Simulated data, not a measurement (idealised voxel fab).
voxel wiring stack: a process module
Cross-section cut spans 190 nm and uses square cells 5 nm in size.
When this document writes out a cross-section, it uses a grid of square cells and lists it as bands, beginning at the top and moving down, with a band standing for one or more rows of cells. Basically the band line says how high the top is and how high the bottom is, in nm, and then what's in it from left to right, every material with its width in nm. Empty space shows up as "empty", and if a single material carries "edge to edge" it runs the full band edge to edge. Heights are measured from 0, the level below which the as-received wafer is all one material; the lowest band has no bottom and continues downward, written as in "0 -> down". Width spec "30..40" -> top row of cells at first value, bottom row at second value, equal per-row change in between. What does "nothing was modified" mean for a step? It means no cell of the cross-section changed in that step. Entry "Enclosed voids" = empty spaces >= 8 cells with no open way to the top; each as width x height at distance, distance from left edge, all nm. Read whatever lies past the settings on a step's line as the simulator's own remark about the step. For masked steps, "overlay nm" on the step line gives how far right of plan the mask actually lay; a minus sign means it lay to the left. For the reader: what remains of this document is a series of pairs, each showing a cross-section before one process step and a cross-section after that step which reaches down only to the lowest band that changed, with the step between them and its settings set out under the pair. It should not be assumed that a pair continues from the pair above it; the pairs can come from different runs of this module on the same starting wafer, and such continuity exists only where the entry headed "Before processing step" says so.
Before processing step:
  125 -> 120: TiN (60)  empty (15)  TiN (40)  empty (15)  TiN (60)
  120 -> 105: lowk (55)  TiN (5)  empty (15)  TiN (5)  lowk (30)  TiN (5)  empty (15)  TiN (5)  lowk (55)
  105 -> 100: lowk (55)  TiN (5)  empty (5)  TiN (15)  lowk (30)  TiN (5)  empty (5)  TiN (15)  lowk (55)
  100 -> 90: lowk (55)  TiN (5)  empty (5)  TiN (5)  lowk (40)  TiN (5)  empty (5)  TiN (5)  lowk (65)
  90 -> 85: SiCN (55)  TiN (15)  SiCN (40)  TiN (15)  SiCN (65)
  85 -> 75: SiO2 edge to edge
  75 -> 70: SiO2 (50)  SiN (35)  SiO2 (20)  SiN (35)  SiO2 (50)
  70 -> 55: SiO2 (50)  SiN (5)  Ru (25)  SiN (5)  SiO2 (20)  SiN (5)  Ru (25)  SiN (5)  SiO2 (50)
  55 -> 50: SiN (55)  TiN (25)  SiN (30)  TiN (25)  SiN (55)
  50 -> 40: lowk (55)  Ru (15)  lowk (120)
  40 -> 35: SiCN (55)  Ru (15)  SiCN (120)
  35 -> 15: lowk (55)  TiN (5)  Cu (15)  TiN (5)  lowk (30)  TiN (5)  Cu (15)  TiN (5)  lowk (55)
  15 -> 10: SiCN (55)  TiN (25)  SiCN (30)  TiN (25)  SiCN (55)
  10 -> 0: SiO2 edge to edge
  0 -> down: Si edge to edge
  Enclosed voids: none
Post-Process View:
  130 -> 125: Ru edge to edge
  125 -> 120: TiN (60)  Ru (15)  TiN (40)  Ru (15)  TiN (60)
  120 -> 105: lowk (55)  TiN (5)  Ru (15)  TiN (5)  lowk (30)  TiN (5)  Ru (15)  TiN (5)  lowk (55)
  105 -> 100: lowk (55)  TiN (5)  Ru (5)  TiN (15)  lowk (30)  TiN (5)  Ru (5)  TiN (15)  lowk (55)
  100 -> 90: lowk (55)  TiN (5)  Ru (5)  TiN (5)  lowk (40)  TiN (5)  Ru (5)  TiN (5)  lowk (65)
  No changes below 90.
  Enclosed voids: none
Formally, the process step situated between the two cross-sections above is op FILL_DEP | material Ru | thk nm 5
Before processing step: cross-section not repeated; it is the one shown after the step in the pair just above.
Post-Process View:
  105 -> 100: lowk (55)  TiN (5)  Ru (5)  TiN (15)  lowk (30)  TiN (5)  Ru (5)  TiN (15)  lowk (55)
  No changes below 100.
  Enclosed voids: none
Formally, the process step situated between the two cross-sections above is op CMP | height nm 105
Before processing step: cross-section not repeated; it is the one shown after the step in the pair just above.
Post-Process View:
  110 -> 105: SiCN edge to edge
  No changes below 105.
  Enclosed voids: none
Formally, the process step situated between the two cross-sections above is op CONFORMAL_DEP | material SiCN | thk nm 5
Before processing step: cross-section not repeated; it is the one shown after the step in the pair just above.
Post-Process View:
  135 -> 110: lowk edge to edge
  No changes below 110.
  Enclosed voids: none
Formally, the process step situated between the two cross-sections above is op DIRECTIONAL_DEP | material lowk | thk nm 25
Before processing step: cross-section not repeated; it is the one shown after the step in the pair just above.
Post-Process View:
  135 -> 110: lowk (55)  empty (15)  lowk (40)  empty (15)  lowk (65)
  No changes below 110.
  Enclosed voids: none
Formally, the process step situated between the two cross-sections above is op MASKED_ETCH | tone open | mask id METAL_4_HOLES | width nm 15 | pitch nm 55 | etch materials lowk | depth nm 25 | overlay nm 0
Before processing step: cross-section not repeated; it is the one shown after the step in the pair just above.
Post-Process View:
  145 -> 135: aC (55)  empty (15)  aC (40)  empty (15)  aC (65)
  135 -> 120: lowk (55)  empty (15)  lowk (40)  empty (15)  lowk (65)
  120 -> 110: lowk (55)  aC (15)  lowk (40)  aC (15)  lowk (65)
  No changes below 110.
  Enclosed voids: none
Formally, the process step situated between the two cross-sections above is op DIRECTIONAL_DEP | material aC | thk nm 10
Before processing step: cross-section not repeated; it is the one shown after the step in the pair just above.
Post-Process View:
  175 -> 145: resist (55)  empty (25)  resist (30)  empty (25)  resist (55)
  No changes below 145.
  Enclosed voids: none
Formally, the process step situated between the two cross-sections above is op PATTERN | tone open | mask id METAL_4 | material resist | width nm 25 | pitch nm 55 | thk nm 30 | overlay nm 0
Before processing step: cross-section not repeated; it is the one shown after the step in the pair just above.
Post-Process View:
  165 -> 145: resist (55)  empty (25)  resist (30)  empty (25)  resist (55)
  145 -> 135: aC (55)  empty (25)  aC (30)  empty (25)  aC (55)
  135 -> 110: lowk (55)  empty (15)  lowk (40)  empty (15)  lowk (65)
  No changes below 110.
  Enclosed voids: none
Formally, the process step situated between the two cross-sections above is op DIRECTIONAL_ETCH | etch materials aC | depth nm 10
Before processing step: cross-section not repeated; it is the one shown after the step in the pair just above.
Post-Process View:
  145 -> 135: aC (55)  empty (25)  aC (30)  empty (25)  aC (55)
  No changes below 135.
  Enclosed voids: none
Formally, the process step situated between the two cross-sections above is op STRIP | etch materials resist
Before processing step: cross-section not repeated; it is the one shown after the step in the pair just above.
Post-Process View:
  145 -> 135: aC (55)  empty (25)  aC (30)  empty (25)  aC (55)
  135 -> 120: lowk (55)  empty (25)  lowk (30)  empty (25)  lowk (55)
  No changes below 120.
  Enclosed voids: none
Formally, the process step situated between the two cross-sections above is op DIRECTIONAL_ETCH | etch materials lowk | depth nm 15
Before processing step: cross-section not repeated; it is the one shown after the step in the pair just above.
Post-Process View:
  145 -> 135: aC (55)  empty (25)  aC (30)  empty (25)  aC (55)
  135 -> 120: lowk (55)  empty (25)  lowk (30)  empty (25)  lowk (55)
  120 -> 110: lowk (55)  empty (15)  lowk (40)  empty (15)  lowk (65)
  110 -> 105: SiCN (55)  empty (15)  SiCN (40)  empty (15)  SiCN (65)
  No changes below 105.
  Enclosed voids: none
Formally, the process step situated between the two cross-sections above is op DIRECTIONAL_ETCH | etch materials SiCN | depth nm 5
Before processing step: cross-section not repeated; it is the one shown after the step in the pair just above.
Post-Process View:
  135 -> 120: lowk (55)  empty (25)  lowk (30)  empty (25)  lowk (55)
  No changes below 120.
  Enclosed voids: none
Formally, the process step situated between the two cross-sections above is op STRIP | etch materials aC
Before processing step: cross-section not repeated; it is the one shown after the step in the pair just above.
Post-Process View:
  140 -> 135: TiN (60)  empty (15)  TiN (40)  empty (15)  TiN (60)
  135 -> 125: lowk (55)  TiN (5)  empty (15)  TiN (5)  lowk (30)  TiN (5)  empty (15)  TiN (5)  lowk (55)
  125 -> 120: lowk (55)  TiN (5)  empty (5)  TiN (15)  lowk (30)  TiN (5)  empty (5)  TiN (15)  lowk (55)
  120 -> 110: lowk (55)  TiN (5)  empty (5)  TiN (5)  lowk (40)  TiN (5)  empty (5)  TiN (5)  lowk (65)
  110 -> 105: SiCN (55)  TiN (15)  SiCN (40)  TiN (15)  SiCN (65)
  No changes below 105.
  Enclosed voids: none
Formally, the process step situated between the two cross-sections above is op CONFORMAL_DEP | material TiN | thk nm 5
Before processing step: cross-section not repeated; it is the one shown after the step in the pair just above.
Post-Process View:
  150 -> 140: Cu edge to edge
  140 -> 135: TiN (60)  Cu (15)  TiN (40)  Cu (15)  TiN (60)
  135 -> 125: lowk (55)  TiN (5)  Cu (15)  TiN (5)  lowk (30)  TiN (5)  Cu (15)  TiN (5)  lowk (55)
  125 -> 120: lowk (55)  TiN (5)  Cu (5)  TiN (15)  lowk (30)  TiN (5)  Cu (5)  TiN (15)  lowk (55)
  120 -> 110: lowk (55)  TiN (5)  Cu (5)  TiN (5)  lowk (40)  TiN (5)  Cu (5)  TiN (5)  lowk (65)
  No changes below 110.
  Enclosed voids: none
Formally, the process step situated between the two cross-sections above is op FILL_DEP | material Cu | thk nm 10
Before processing step: cross-section not repeated; it is the one shown after the step in the pair just above.
Post-Process View:
  135 -> 125: lowk (55)  TiN (5)  Cu (15)  TiN (5)  lowk (30)  TiN (5)  Cu (15)  TiN (5)  lowk (55)
  No changes below 125.
  Enclosed voids: none
Formally, the process step situated between the two cross-sections above is op CMP | height nm 135
Before processing step: cross-section not repeated; it is the one shown after the step in the pair just above.
Post-Process View:
  140 -> 135: SiCN edge to edge
  No changes below 135.
  Enclosed voids: none
Formally, the process step situated between the two cross-sections above is op CONFORMAL_DEP | material SiCN | thk nm 5
Before processing step:
  50 -> 45: lowk (55)  empty (15)  lowk (120)
  45 -> 40: lowk (55)  Ru (15)  lowk (120)
  40 -> 35: SiCN (55)  Ru (15)  SiCN (120)
  35 -> 15: lowk (55)  TiN (5)  Cu (15)  TiN (5)  lowk (30)  TiN (5)  Cu (15)  TiN (5)  lowk (55)
  15 -> 10: SiCN (55)  TiN (25)  SiCN (30)  TiN (25)  SiCN (55)
  10 -> 0: SiO2 edge to edge
  0 -> down: Si edge to edge
  Enclosed voids: none
Post-Process View:
  55 -> 50: empty (50)  Ru (25)  empty (115)
  50 -> 40: lowk (55)  Ru (15)  lowk (120)
  No changes below 40.
  Enclosed voids: none
Formally, the process step situated between the two cross-sections above is op EPI | material Ru | thk nm 10
Before processing step: cross-section not repeated; it is the one shown after the step in the pair just above.
Post-Process View:
  60 -> 50: empty (45)  Ru (35)  empty (110)
  No changes below 50.
  Enclosed voids: none
Formally, the process step situated between the two cross-sections above is op EPI | material Ru | thk nm 5
Before processing step: cross-section not repeated; it is the one shown after the step in the pair just above.
Post-Process View:
  65 -> 60: empty (45)  TiN (35)  empty (110)
  60 -> 55: empty (45)  Ru (35)  empty (110)
  55 -> 50: TiN (45)  Ru (35)  TiN (110)
  No changes below 50.
  Enclosed voids: none
Formally, the process step situated between the two cross-sections above is op DIRECTIONAL_DEP | material TiN | thk nm 5
Before processing step: cross-section not repeated; it is the one shown after the step in the pair just above.
Post-Process View:
  80 -> 70: empty (45)  Ru (35)  empty (110)
  70 -> 65: Ru edge to edge
  65 -> 60: Ru (45)  TiN (35)  Ru (110)
  60 -> 55: Ru edge to edge
  No changes below 55.
  Enclosed voids: none
Formally, the process step situated between the two cross-sections above is op DIRECTIONAL_DEP | material Ru | thk nm 15
Before processing step: cross-section not repeated; it is the one shown after the step in the pair just above.
Post-Process View:
  90 -> 80: empty (45)  aC (35)  empty (110)
  80 -> 70: aC (45)  Ru (35)  aC (110)
  No changes below 70.
  Enclosed voids: none
Formally, the process step situated between the two cross-sections above is op DIRECTIONAL_DEP | material aC | thk nm 10
Before processing step: cross-section not repeated; it is the one shown after the step in the pair just above.
Post-Process View:
  120 -> 90: empty (55)  resist (25)  empty (30)  resist (25)  empty (55)
  90 -> 80: empty (45)  aC (35)  empty (30)  resist (25)  empty (55)
  No changes below 80.
  Enclosed voids: none
Formally, the process step situated between the two cross-sections above is op PATTERN | tone cover | mask id METAL_2 | material resist | width nm 25 | pitch nm 55 | thk nm 30 | overlay nm 0
Before processing step: cross-section not repeated; it is the one shown after the step in the pair just above.
Post-Process View:
  110 -> 90: empty (55)  resist (25)  empty (30)  resist (25)  empty (55)
  90 -> 80: empty (55)  aC (25)  empty (30)  resist (25)  empty (55)
  80 -> 70: empty (45)  Ru (35)  empty (30)  aC (25)  empty (55)
  No changes below 70.
  Enclosed voids: none
Formally, the process step situated between the two cross-sections above is op DIRECTIONAL_ETCH | etch materials aC | depth nm 10
Before processing step: cross-section not repeated; it is the one shown after the step in the pair just above.
Post-Process View:
  90 -> 80: empty (55)  aC (25)  empty (110)
  No changes below 80.
  Enclosed voids: none
Formally, the process step situated between the two cross-sections above is op STRIP | etch materials resist
Before processing step: cross-section not repeated; it is the one shown after the step in the pair just above.
Post-Process View:
  90 -> 80: empty (55)  aC (25)  empty (110)
  80 -> 70: empty (55)  Ru (25)  empty (30)  aC (25)  empty (55)
  70 -> 65: empty (55)  Ru (25)  empty (30)  Ru (25)  empty (55)
  65 -> 60: empty (45)  TiN (35)  empty (30)  Ru (25)  empty (55)
  60 -> 55: empty (45)  Ru (35)  empty (30)  Ru (25)  empty (55)
  No changes below 55.
  Enclosed voids: none
Formally, the process step situated between the two cross-sections above is op DIRECTIONAL_ETCH | etch materials Ru | depth nm 15
Before processing step: cross-section not repeated; it is the one shown after the step in the pair just above.
Post-Process View:
  90 -> 80: empty (55)  aC (25)  empty (110)
  80 -> 70: empty (55)  Ru (25)  empty (30)  aC (25)  empty (55)
  70 -> 65: empty (55)  Ru (25)  empty (30)  Ru (25)  empty (55)
  65 -> 60: empty (55)  TiN (25)  empty (30)  Ru (25)  empty (55)
  60 -> 55: empty (45)  Ru (35)  empty (30)  Ru (25)  empty (55)
  55 -> 50: empty (45)  Ru (35)  empty (30)  TiN (25)  empty (55)
  No changes below 50.
  Enclosed voids: none
Formally, the process step situated between the two cross-sections above is op DIRECTIONAL_ETCH | etch materials TiN | depth nm 5
Before processing step: cross-section not repeated; it is the one shown after the step in the pair just above.
Post-Process View:
  80 -> 70: empty (55)  Ru (25)  empty (110)
  No changes below 70.
  Enclosed voids: none
Formally, the process step situated between the two cross-sections above is op STRIP | etch materials aC
Before processing step: cross-section not repeated; it is the one shown after the step in the pair just above.
Post-Process View:
  85 -> 80: empty (50)  SiN (35)  empty (105)
  80 -> 75: empty (50)  SiN (5)  Ru (25)  SiN (5)  empty (105)
  75 -> 70: empty (50)  SiN (5)  Ru (25)  SiN (5)  empty (20)  SiN (35)  empty (50)
  70 -> 65: empty (50)  SiN (5)  Ru (25)  SiN (5)  empty (20)  SiN (5)  Ru (25)  SiN (5)  empty (50)
  65 -> 60: empty (40)  SiN (15)  TiN (25)  SiN (5)  empty (20)  SiN (5)  Ru (25)  SiN (5)  empty (50)
  60 -> 55: empty (40)  SiN (5)  Ru (35)  SiN (5)  empty (20)  SiN (5)  Ru (25)  SiN (5)  empty (50)
  55 -> 50: SiN (45)  Ru (35)  SiN (30)  TiN (25)  SiN (55)
  No changes below 50.
  Enclosed voids: none
Formally, the process step situated between the two cross-sections above is op CONFORMAL_DEP | material SiN | thk nm 5
Before processing step: cross-section not repeated; it is the one shown after the step in the pair just above.
Post-Process View:
  95 -> 85: SiO2 edge to edge
  85 -> 80: SiO2 (50)  SiN (35)  SiO2 (105)
  80 -> 75: SiO2 (50)  SiN (5)  Ru (25)  SiN (5)  SiO2 (105)
  75 -> 70: SiO2 (50)  SiN (5)  Ru (25)  SiN (5)  SiO2 (20)  SiN (35)  SiO2 (50)
  70 -> 65: SiO2 (50)  SiN (5)  Ru (25)  SiN (5)  SiO2 (20)  SiN (5)  Ru (25)  SiN (5)  SiO2 (50)
  65 -> 60: SiO2 (40)  SiN (15)  TiN (25)  SiN (5)  SiO2 (20)  SiN (5)  Ru (25)  SiN (5)  SiO2 (50)
  60 -> 55: SiO2 (40)  SiN (5)  Ru (35)  SiN (5)  SiO2 (20)  SiN (5)  Ru (25)  SiN (5)  SiO2 (50)
  No changes below 55.
  Enclosed voids: none
Formally, the process step situated between the two cross-sections above is op FILL_DEP | material SiO2 | thk nm 10
Before processing step: cross-section not repeated; it is the one shown after the step in the pair just above.
Post-Process View:
  70 -> 65: SiO2 (50)  SiN (5)  Ru (25)  SiN (5)  SiO2 (20)  SiN (5)  Ru (25)  SiN (5)  SiO2 (50)
  No changes below 65.
  Enclosed voids: none
Formally, the process step situated between the two cross-sections above is op CMP | height nm 70
Before processing step: cross-section not repeated; it is the one shown after the step in the pair just above.
Post-Process View:
  75 -> 70: SiCN edge to edge
  No changes below 70.
  Enclosed voids: none
Formally, the process step situated between the two cross-sections above is op CONFORMAL_DEP | material SiCN | thk nm 5
Before processing step: cross-section not repeated; it is the one shown after the step in the pair just above.
Post-Process View:
  105 -> 75: lowk edge to edge
  No changes below 75.
  Enclosed voids: none
Formally, the process step situated between the two cross-sections above is op DIRECTIONAL_DEP | material lowk | thk nm 30
Before processing step: cross-section not repeated; it is the one shown after the step in the pair just above.
Post-Process View:
  120 -> 105: aC edge to edge
  No changes below 105.
  Enclosed voids: none
Formally, the process step situated between the two cross-sections above is op DIRECTIONAL_DEP | material aC | thk nm 15
Before processing step: cross-section not repeated; it is the one shown after the step in the pair just above.
Post-Process View:
  155 -> 120: resist (55)  empty (25)  resist (30)  empty (25)  resist (55)
  No changes below 120.
  Enclosed voids: none
Formally, the process step situated between the two cross-sections above is op PATTERN | tone open | mask id METAL_3 | material resist | width nm 25 | pitch nm 55 | thk nm 35 | overlay nm 0
Before processing step: cross-section not repeated; it is the one shown after the step in the pair just above.
Post-Process View:
  140 -> 120: resist (55)  empty (25)  resist (30)  empty (25)  resist (55)
  120 -> 105: aC (55)  empty (25)  aC (30)  empty (25)  aC (55)
  No changes below 105.
  Enclosed voids: none
Formally, the process step situated between the two cross-sections above is op DIRECTIONAL_ETCH | etch materials aC | depth nm 15
Before processing step: cross-section not repeated; it is the one shown after the step in the pair just above.
Post-Process View:
  120 -> 105: aC (55)  empty (25)  aC (30)  empty (25)  aC (55)
  No changes below 105.
  Enclosed voids: none
Formally, the process step situated between the two cross-sections above is op STRIP | etch materials resist
Before processing step: cross-section not repeated; it is the one shown after the step in the pair just above.
Post-Process View:
  120 -> 105: aC (55)  empty (25)  aC (30)  empty (25)  aC (55)
  105 -> 85: lowk (55)  empty (25)  lowk (30)  empty (25)  lowk (55)
  No changes below 85.
  Enclosed voids: none
Formally, the process step situated between the two cross-sections above is op DIRECTIONAL_ETCH | etch materials lowk | depth nm 20
Before processing step: cross-section not repeated; it is the one shown after the step in the pair just above.
Post-Process View:
  105 -> 85: lowk (55)  empty (25)  lowk (30)  empty (25)  lowk (55)
  No changes below 85.
  Enclosed voids: none
Formally, the process step situated between the two cross-sections above is op STRIP | etch materials aC
Before processing step: cross-section not repeated; it is the one shown after the step in the pair just above.
Post-Process View:
  120 -> 105: resist (55)  empty (15)  resist (40)  empty (15)  resist (65)
  105 -> 85: lowk (55)  empty (15)  resist (10)  lowk (30)  empty (15)  resist (10)  lowk (55)
  No changes below 85.
  Enclosed voids: none
Formally, the process step situated between the two cross-sections above is op PATTERN | tone open | mask id METAL_3_HOLES | material resist | width nm 15 | pitch nm 55 | thk nm 15 | overlay nm 0
Before processing step: cross-section not repeated; it is the one shown after the step in the pair just above.
Post-Process View:
  120 -> 105: resist (55)  empty (15)  resist (40)  empty (15)  resist (65)
  105 -> 85: lowk (55)  empty (15)  resist (10)  lowk (30)  empty (15)  resist (10)  lowk (55)
  85 -> 75: lowk (55)  empty (15)  lowk (40)  empty (15)  lowk (65)
  No changes below 75.
  Enclosed voids: none
Formally, the process step situated between the two cross-sections above is op DIRECTIONAL_ETCH | etch materials lowk | depth nm 10
Before processing step: cross-section not repeated; it is the one shown after the step in the pair just above.
Post-Process View:
  120 -> 105: resist (55)  empty (15)  resist (40)  empty (15)  resist (65)
  105 -> 85: lowk (55)  empty (15)  resist (10)  lowk (30)  empty (15)  resist (10)  lowk (55)
  85 -> 75: lowk (55)  empty (15)  lowk (40)  empty (15)  lowk (65)
  75 -> 70: SiCN (55)  empty (15)  SiCN (40)  empty (15)  SiCN (65)
  No changes below 70.
  Enclosed voids: none
Formally, the process step situated between the two cross-sections above is op DIRECTIONAL_ETCH | etch materials SiCN | depth nm 5
Before processing step: cross-section not repeated; it is the one shown after the step in the pair just above.
Post-Process View:
  105 -> 85: lowk (55)  empty (25)  lowk (30)  empty (25)  lowk (55)
  No changes below 85.
  Enclosed voids: none
Formally, the process step situated between the two cross-sections above is op STRIP | etch materials resist
Before processing step: cross-section not repeated; it is the one shown after the step in the pair just above.
Post-Process View:
  110 -> 105: TiN (60)  empty (15)  TiN (40)  empty (15)  TiN (60)
  105 -> 90: lowk (55)  TiN (5)  empty (15)  TiN (5)  lowk (30)  TiN (5)  empty (15)  TiN (5)  lowk (55)
  90 -> 85: lowk (55)  TiN (5)  empty (5)  TiN (15)  lowk (30)  TiN (5)  empty (5)  TiN (15)  lowk (55)
  85 -> 75: lowk (55)  TiN (5)  empty (5)  TiN (5)  lowk (40)  TiN (5)  empty (5)  TiN (5)  lowk (65)
  75 -> 70: SiCN (55)  TiN (15)  SiCN (40)  TiN (15)  SiCN (65)
  No changes below 70.
  Enclosed voids: none
Formally, the process step situated between the two cross-sections above is op CONFORMAL_DEP | material TiN | thk nm 5
Before processing step: cross-section not repeated; it is the one shown after the step in the pair just above.
Post-Process View:
  115 -> 110: Ru edge to edge
  110 -> 105: TiN (60)  Ru (15)  TiN (40)  Ru (15)  TiN (60)
  105 -> 90: lowk (55)  TiN (5)  Ru (15)  TiN (5)  lowk (30)  TiN (5)  Ru (15)  TiN (5)  lowk (55)
  90 -> 85: lowk (55)  TiN (5)  Ru (5)  TiN (15)  lowk (30)  TiN (5)  Ru (5)  TiN (15)  lowk (55)
  85 -> 75: lowk (55)  TiN (5)  Ru (5)  TiN (5)  lowk (40)  TiN (5)  Ru (5)  TiN (5)  lowk (65)
  No changes below 75.
  Enclosed voids: none
Formally, the process step situated between the two cross-sections above is op FILL_DEP | material Ru | thk nm 5
Before processing step: cross-section not repeated; it is the one shown after the step in the pair just above.
Post-Process View:
  105 -> 90: lowk (55)  TiN (5)  Ru (15)  TiN (5)  lowk (30)  TiN (5)  Ru (15)  TiN (5)  lowk (55)
  No changes below 90.
  Enclosed voids: none
Formally, the process step situated between the two cross-sections above is op CMP | height nm 105
Before processing step: cross-section not repeated; it is the one shown after the step in the pair just above.
Post-Process View:
  110 -> 105: SiCN edge to edge
  No changes below 105.
  Enclosed voids: none
Formally, the process step situated between the two cross-sections above is op CONFORMAL_DEP | material SiCN | thk nm 5
Before processing step: cross-section not repeated; it is the one shown after the step in the pair just above.
Post-Process View:
  135 -> 110: lowk edge to edge
  No changes below 110.
  Enclosed voids: none
Formally, the process step situated between the two cross-sections above is op DIRECTIONAL_DEP | material lowk | thk nm 25
Before processing step: cross-section not repeated; it is the one shown after the step in the pair just above.
Post-Process View:
  135 -> 110: lowk (55)  empty (15)  lowk (40)  empty (15)  lowk (65)
  No changes below 110.
  Enclosed voids: none
Formally, the process step situated between the two cross-sections above is op MASKED_ETCH | tone open | mask id METAL_4_HOLES | width nm 15 | pitch nm 55 | etch materials lowk | depth nm 25 | overlay nm 0
Before processing step: cross-section not repeated; it is the one shown after the step in the pair just above.
Post-Process View:
  145 -> 135: aC (55)  empty (15)  aC (40)  empty (15)  aC (65)
  135 -> 120: lowk (55)  empty (15)  lowk (40)  empty (15)  lowk (65)
  120 -> 110: lowk (55)  aC (15)  lowk (40)  aC (15)  lowk (65)
  No changes below 110.
  Enclosed voids: none
Formally, the process step situated between the two cross-sections above is op DIRECTIONAL_DEP | material aC | thk nm 10
Before processing step: cross-section not repeated; it is the one shown after the step in the pair just above.
Post-Process View:
  175 -> 145: resist (55)  empty (25)  resist (30)  empty (25)  resist (55)
  No changes below 145.
  Enclosed voids: none
Formally, the process step situated between the two cross-sections above is op PATTERN | tone open | mask id METAL_4 | material resist | width nm 25 | pitch nm 55 | thk nm 30 | overlay nm 0
Before processing step: cross-section not repeated; it is the one shown after the step in the pair just above.
Post-Process View:
  165 -> 145: resist (55)  empty (25)  resist (30)  empty (25)  resist (55)
  145 -> 135: aC (55)  empty (25)  aC (30)  empty (25)  aC (55)
  135 -> 110: lowk (55)  empty (15)  lowk (40)  empty (15)  lowk (65)
  No changes below 110.
  Enclosed voids: none
Formally, the process step situated between the two cross-sections above is op DIRECTIONAL_ETCH | etch materials aC | depth nm 10
Before processing step: cross-section not repeated; it is the one shown after the step in the pair just above.
Post-Process View:
  145 -> 135: aC (55)  empty (25)  aC (30)  empty (25)  aC (55)
  No changes below 135.
  Enclosed voids: none
Formally, the process step situated between the two cross-sections above is op STRIP | etch materials resist
Before processing step: cross-section not repeated; it is the one shown after the step in the pair just above.
Post-Process View:
  145 -> 135: aC (55)  empty (25)  aC (30)  empty (25)  aC (55)
  135 -> 120: lowk (55)  empty (25)  lowk (30)  empty (25)  lowk (55)
  No changes below 120.
  Enclosed voids: none
Formally, the process step situated between the two cross-sections above is op DIRECTIONAL_ETCH | etch materials lowk | depth nm 15
Before processing step: cross-section not repeated; it is the one shown after the step in the pair just above.
Post-Process View:
  145 -> 135: aC (55)  empty (25)  aC (30)  empty (25)  aC (55)
  135 -> 120: lowk (55)  empty (25)  lowk (30)  empty (25)  lowk (55)
  120 -> 110: lowk (55)  empty (15)  lowk (40)  empty (15)  lowk (65)
  110 -> 105: SiCN (55)  empty (15)  SiCN (40)  empty (15)  SiCN (65)
  No changes below 105.
  Enclosed voids: none
Formally, the process step situated between the two cross-sections above is op DIRECTIONAL_ETCH | etch materials SiCN | depth nm 5
Before processing step: cross-section not repeated; it is the one shown after the step in the pair just above.
Post-Process View:
  135 -> 120: lowk (55)  empty (25)  lowk (30)  empty (25)  lowk (55)
  No changes below 120.
  Enclosed voids: none
Formally, the process step situated between the two cross-sections above is op STRIP | etch materials aC
Before processing step: cross-section not repeated; it is the one shown after the step in the pair just above.
Post-Process View:
  140 -> 135: TiN (60)  empty (15)  TiN (40)  empty (15)  TiN (60)
  135 -> 125: lowk (55)  TiN (5)  empty (15)  TiN (5)  lowk (30)  TiN (5)  empty (15)  TiN (5)  lowk (55)
  125 -> 120: lowk (55)  TiN (5)  empty (5)  TiN (15)  lowk (30)  TiN (5)  empty (5)  TiN (15)  lowk (55)
  120 -> 110: lowk (55)  TiN (5)  empty (5)  TiN (5)  lowk (40)  TiN (5)  empty (5)  TiN (5)  lowk (65)
  110 -> 105: SiCN (55)  TiN (15)  SiCN (40)  TiN (15)  SiCN (65)
  No changes below 105.
  Enclosed voids: none
Formally, the process step situated between the two cross-sections above is op CONFORMAL_DEP | material TiN | thk nm 5
Before processing step: cross-section not repeated; it is the one shown after the step in the pair just above.
Post-Process View:
  150 -> 140: Cu edge to edge
  140 -> 135: TiN (60)  Cu (15)  TiN (40)  Cu (15)  TiN (60)
  135 -> 125: lowk (55)  TiN (5)  Cu (15)  TiN (5)  lowk (30)  TiN (5)  Cu (15)  TiN (5)  lowk (55)
  125 -> 120: lowk (55)  TiN (5)  Cu (5)  TiN (15)  lowk (30)  TiN (5)  Cu (5)  TiN (15)  lowk (55)
  120 -> 110: lowk (55)  TiN (5)  Cu (5)  TiN (5)  lowk (40)  TiN (5)  Cu (5)  TiN (5)  lowk (65)
  No changes below 110.
  Enclosed voids: none
Formally, the process step situated between the two cross-sections above is op FILL_DEP | material Cu | thk nm 10
Before processing step: cross-section not repeated; it is the one shown after the step in the pair just above.
Post-Process View:
  135 -> 125: lowk (55)  TiN (5)  Cu (15)  TiN (5)  lowk (30)  TiN (5)  Cu (15)  TiN (5)  lowk (55)
  No changes below 125.
  Enclosed voids: none
Formally, the process step situated between the two cross-sections above is op CMP | height nm 135
Before processing step: cross-section not repeated; it is the one shown after the step in the pair just above.
Post-Process View:
  140 -> 135: SiCN edge to edge
  No changes below 135.
  Enclosed voids: none
Formally, the process step situated between the two cross-sections above is op CONFORMAL_DEP | material SiCN | thk nm 5
Before processing step:
  105 -> 90: lowk (55)  TiN (5)  Ru (15)  TiN (5)  lowk (30)  TiN (5)  Ru (15)  TiN (5)  lowk (55)
  90 -> 85: lowk (55)  TiN (5)  Ru (5)  TiN (15)  lowk (30)  TiN (5)  Ru (5)  TiN (15)  lowk (55)
  85 -> 75: lowk (55)  TiN (5)  Ru (5)  TiN (5)  lowk (40)  TiN (5)  Ru (5)  TiN (5)  lowk (65)
  75 -> 70: SiCN (55)  TiN (15)  SiCN (40)  TiN (15)  SiCN (65)
  70 -> 55: SiO2 (50)  SiN (5)  Ru (25)  SiN (5)  SiO2 (20)  SiN (5)  Ru (25)  SiN (5)  SiO2 (50)
  55 -> 50: SiN (55)  TiN (25)  SiN (30)  TiN (25)  SiN (55)
  50 -> 40: lowk (55)  Ru (15)  lowk (120)
  40 -> 35: SiCN (55)  Ru (15)  SiCN (120)
  35 -> 15: lowk (55)  TiN (5)  Cu (15)  TiN (5)  lowk (30)  TiN (5)  Cu (15)  TiN (5)  lowk (55)
  15 -> 10: SiCN (55)  TiN (25)  SiCN (30)  TiN (25)  SiCN (55)
  10 -> 0: SiO2 edge to edge
  0 -> down: Si edge to edge
  Enclosed voids: none
Post-Process View:
  130 -> 105: lowk edge to edge
  No changes below 105.
  Enclosed voids: none
Formally, the process step situated between the two cross-sections above is op DIRECTIONAL_DEP | material lowk | thk nm 25
Before processing step: cross-section not repeated; it is the one shown after the step in the pair just above.
Post-Process View:
  135 -> 130: SiCN edge to edge
  No changes below 130.
  Enclosed voids: none
Formally, the process step situated between the two cross-sections above is op CONFORMAL_DEP | material SiCN | thk nm 5
Before processing step: cross-section not repeated; it is the one shown after the step in the pair just above.
Post-Process View:
  145 -> 135: aC edge to edge
  No changes below 135.
  Enclosed voids: none
Formally, the process step situated between the two cross-sections above is op DIRECTIONAL_DEP | material aC | thk nm 10
Before processing step: cross-section not repeated; it is the one shown after the step in the pair just above.
Post-Process View:
  175 -> 145: resist (55)  empty (25)  resist (30)  empty (25)  resist (55)
  No changes below 145.
  Enclosed voids: none
Formally, the process step situated between the two cross-sections above is op PATTERN | tone open | mask id METAL_4 | material resist | width nm 25 | pitch nm 55 | thk nm 30 | overlay nm 0
Before processing step: cross-section not repeated; it is the one shown after the step in the pair just above.
Post-Process View:
  165 -> 145: resist (55)  empty (25)  resist (30)  empty (25)  resist (55)
  145 -> 135: aC (55)  empty (25)  aC (30)  empty (25)  aC (55)
  No changes below 135.
  Enclosed voids: none
Formally, the process step situated between the two cross-sections above is op DIRECTIONAL_ETCH | etch materials aC | depth nm 10
